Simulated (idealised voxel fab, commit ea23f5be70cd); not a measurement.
The following is a process module called voxel air gaps.
Pictured: cross-section cut, 250 nm wide, on a grid of 5 nm square cells.
In what follows, cross-sections appear as grids of square cells, described through bands that run from the top down, where every band is one or more rows of cells. The band entry comprises the height of the band's top followed by the height of its bottom, expressed in nm, and subsequently the band's materials from left to right, each stated together with its width in nm. Where a single material is marked with the word "edge to edge", that material fills the band from edge to edge. The word "blank" represents empty space. Heights are measured from 0, the level below which the as-received wafer is all one material; the lowest band has no bottom and continues downward, written as in "from 0 down". The expression "30->40" gives the width at the extremes of the band, the first number at its top row of cells and the second at its bottom row, with the width changing by equal amounts from each row to the next in between. It should be understood that the words "no alterations made", when stated for a given step, signify that the cross-section underwent no change in any of its cells during that step. Each empty space that has no open way to the top and spans at least 8 cells appears under "Completely sealed voids" as width x height at distance, the distance counted from the left edge, all in nm. after a step's settings: what the simulator itself notes on the step. overlay nm: right-of-plan distance of the mask on a masked step; negative values mean left-of-plan.

**Process steps foreseen in the plan**
1) RECEIVE,material Si
2) CONFORMAL_DEP,material SiO2,thk nm 10
3) CONFORMAL_DEP,material SiN,thk nm 5
4) DIRECTIONAL_DEP,material SiO2,thk nm 30
5) PATTERN,tone open,mask id LINES,material resist,width nm 25,pitch nm 55,thk nm 20,overlay nm 0
6) DIRECTIONAL_ETCH,etch materials SiO2,depth nm 30
7) STRIP,etch materials resist
8) CONFORMAL_DEP,material TiN,thk nm 5
9) FILL_DEP,material W,thk nm 5
10) CMP,height nm 45
11) EPI,material Ru,thk nm 10
12) SELECTIVE_ETCH,etch materials SiO2,depth nm 40
13) CONFORMAL_DEP,material SiCN,thk nm 5

**As received (post step 1): cross-section**
    from 0 down = Si edge to edge
    Completely sealed voids: none

**Looking at the first of two wafers in cross-section at end of module - ran to plan**
    from 60 to 55 = blank (15)  SiCN (220)  blank (15)
    from 55 to 45 = blank (15)  SiCN (5)  Ru (45)  SiCN (10)  Ru (45)  SiCN (10)  Ru (45)  SiCN (10)  Ru (45)  SiCN (5)  blank (15)
    from 45 to 40 = blank (15)  SiCN (15)  TiN (5)  W (15)  TiN (5)  SiCN (30)  TiN (5)  W (15)  TiN (5)  SiCN (30)  TiN (5)  W (15)  TiN (5)  SiCN (30)  TiN (5)  W (15)  TiN (5)  SiCN (15)  blank (15)
    from 40 to 20 = blank (25)  SiCN (5)  TiN (5)  W (15)  TiN (5)  SiCN (5)  blank (20)  SiCN (5)  TiN (5)  W (15)  TiN (5)  SiCN (5)  blank (20)  SiCN (5)  TiN (5)  W (15)  TiN (5)  SiCN (5)  blank (20)  SiCN (5)  TiN (5)  W (15)  TiN (5)  SiCN (5)  blank (25)
    from 20 to 15 = SiCN (30)  TiN (25)  SiCN (30)  TiN (25)  SiCN (30)  TiN (25)  SiCN (30)  TiN (25)  SiCN (30)
    from 15 to 10 = SiN edge to edge
    from 10 to 0 = SiO2 edge to edge
    from 0 down = Si edge to edge
    Completely sealed voids: 20 x 20 at 60; 20 x 20 at 115; 20 x 20 at 170

**The second wafer, shown in cross-section after the module: started the same way as the first and given the same plan, yet one mistake crept into how it was run**
    from 60 to 55 = SiCN edge to edge
    from 55 to 45 = Ru edge to edge
    from 45 to 40 = TiN (35)  W (15)  TiN (40)  W (15)  TiN (40)  W (15)  TiN (40)  W (15)  TiN (35)
    from 40 to 15 = SiO2 (30)  TiN (5)  W (15)  TiN (5)  SiO2 (30)  TiN (5)  W (15)  TiN (5)  SiO2 (30)  TiN (5)  W (15)  TiN (5)  SiO2 (30)  TiN (5)  W (15)  TiN (5)  SiO2 (30)
    from 15 to 10 = SiO2 (30)  TiN (25)  SiO2 (30)  TiN (25)  SiO2 (30)  TiN (25)  SiO2 (30)  TiN (25)  SiO2 (30)
    from 10 to 0 = SiO2 edge to edge
    from 0 down = Si edge to edge
    Completely sealed voids: none
What was done differently from what was planned? it should be noted that step 3 of the plan was omitted and was not performed
The second wafer ends with more or fewer cells of some materials than the first, per final count: Ru: 28 more | SiCN: 96 fewer | SiN: 50 fewer | SiO2: 180 more | TiN: 38 more | W: 12 more
Ultimately, the number of closed voids is 3 in the first wafer and 0 in the second wafer.
